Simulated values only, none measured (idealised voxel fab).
A process module follows: voxel local oxidation.
We display cut, a cross-section 240 nm in width whose square cells are each 5 nm.
Cross-section layout: square cells on a grid; listed as bands, top to bottom; a band spans one or more cell rows.
First you get the band's top height and its bottom height, in nm, and then the materials it's made of, left to right, with each width in nm. If you see a single material with "throughout", that one covers the band edge to edge. "blank" is empty space.
A quick word on heights: they are counted from 0, and under that level the wafer as it came to us is one material throughout. The lowest band is different from the rest in having no bottom; it simply continues downward, written as in "0..down".
A two-number width, for instance "30..40", indicates that the width is equal to the first number in the top row of the band and to the second number in the bottom row, and that it changes by a constant amount per row of cells.
Any step labelled "all unchanged" changed none of the cells in the cross-section.
In "Closed void table" the enclosed voids are listed, meaning empty spaces of 8 cells or larger without any opening to the top. The form is width x height at distance, distance from the left edge, units nm.
Read whatever lies past the settings on a step's line as the simulator's own remark about the step.
For masked steps, "overlay nm" on the step line gives how far right of plan the mask actually lay; a minus sign means it lay to the left.
### Process steps (planned)
1) RECEIVE (material Si)
2) OXIDIZE (depth nm 5)
3) CONFORMAL_DEP (material SiN; thk nm 15)
4) MASKED_ETCH (tone cover; mask id ACTIVE; width nm 90; etch materials SiN; depth nm 15; overlay nm 0)
5) SELECTIVE_ETCH (etch materials SiO2; depth nm 5)
6) OXIDIZE (depth nm 10)
7) STRIP (etch materials SiN)
### Cross-section of the wafer upon arrival, representing the state reached after step 1
0..down: Si throughout
Closed void table: none
### Cross-sectional result after module completion. Note: starting condition and plan are unchanged from above; one processing mistake was made
-5..-15: SiO2 throughout
-15..down: Si throughout
Closed void table: none
What broke from the plan during processing? yeah, step 3 of the plan got skipped, never ran
